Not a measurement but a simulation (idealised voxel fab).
Module name: voxel self aligned contacts (process module)
225 nm wide, 5 nm square cells: that's cross-section cut.
Throughout this document, each cross-section is represented as a grid of square cells and is presented as a sequence of bands enumerated from the top downward, where a band comprises one or more rows of cells.
Heights first: top, then bottom, in nm. Then materials, left to right, each with a width in nm. "edge to edge" on a single material: fills the band edge to edge. "air": empty space.
Where do heights start? At 0: under that level the wafer as delivered is made of one material only. And the lowest band has no floor; it just carries on downward, as in "top 0, no bottom".
The notation "30 to 40" denotes a width that varies across the rows of cells in the band, beginning at the first number in the top row, finishing at the second number in the bottom row, and changing by an identical amount from each row to the next.
Where the words "no alteration" appear for a step, the cross-section shows no cell changed by that step; every cell remained as before.
Entry "Closed voids list" = empty spaces >= 8 cells with no open way to the top; each as width x height at distance, distance from left edge, all nm.
On a step's line, text after the settings is the simulator commenting on that step.
If you see "overlay nm" on a step's line and that step has a mask, it's telling you how far right of where it was planned the mask ended up; a negative number means it went left instead.

Steps planned for the process
1) RECEIVE [material Si]
2) CONFORMAL_DEP [material SiO2] [thk nm 5]
3) DIRECTIONAL_DEP [material polySi] [thk nm 30]
4) DIRECTIONAL_DEP [material SiN] [thk nm 15]
5) DIRECTIONAL_DEP [material aC] [thk nm 15]
6) PATTERN [tone cover] [mask id GATE] [material resist] [width nm 30] [pitch nm 65] [thk nm 35] [overlay nm 0]
7) DIRECTIONAL_ETCH [etch materials aC] [depth nm 15]
8) STRIP [etch materials resist]
9) DIRECTIONAL_ETCH [etch materials SiN] [depth nm 15]
10) DIRECTIONAL_ETCH [etch materials polySi] [depth nm 30]
11) STRIP [etch materials aC]
12) CONFORMAL_DEP [material SiN] [thk nm 5]
13) DIRECTIONAL_ETCH [etch materials SiN] [depth nm 5]
14) FILL_DEP [material SiO2] [thk nm 15]
15) CMP [height nm 55]
16) MASKED_ETCH [tone open] [mask id CONTACT] [width nm 45] [etch materials SiO2] [depth nm 55] [overlay nm 0]
17) CONFORMAL_DEP [material TiN] [thk nm 5]
18) FILL_DEP [material W] [thk nm 5]
19) CMP [height nm 55]
20) CONFORMAL_DEP [material SiN] [thk nm 5]

Wafer cross-section on receipt, i.e. after step 1
  top 0, no bottom = Si edge to edge
  Closed voids list: none

Below is the wafer in cross-section after the module was completed. It began from the starting point shown above and followed the plan shown above, except that one mistake was made while running it
  top 60, bottom 55 = SiN edge to edge
  top 55, bottom 50 = W edge to edge
  top 50, bottom 35 = SiN edge to edge
  top 35, bottom 5 = polySi edge to edge
  top 5, bottom 0 = SiO2 edge to edge
  top 0, no bottom = Si edge to edge
  Closed voids list: none
The plan and the run diverged here: step 5 ran with different settings than intended, the actual operation and settings being DIRECTIONAL_DEP [material W] [thk nm 15]
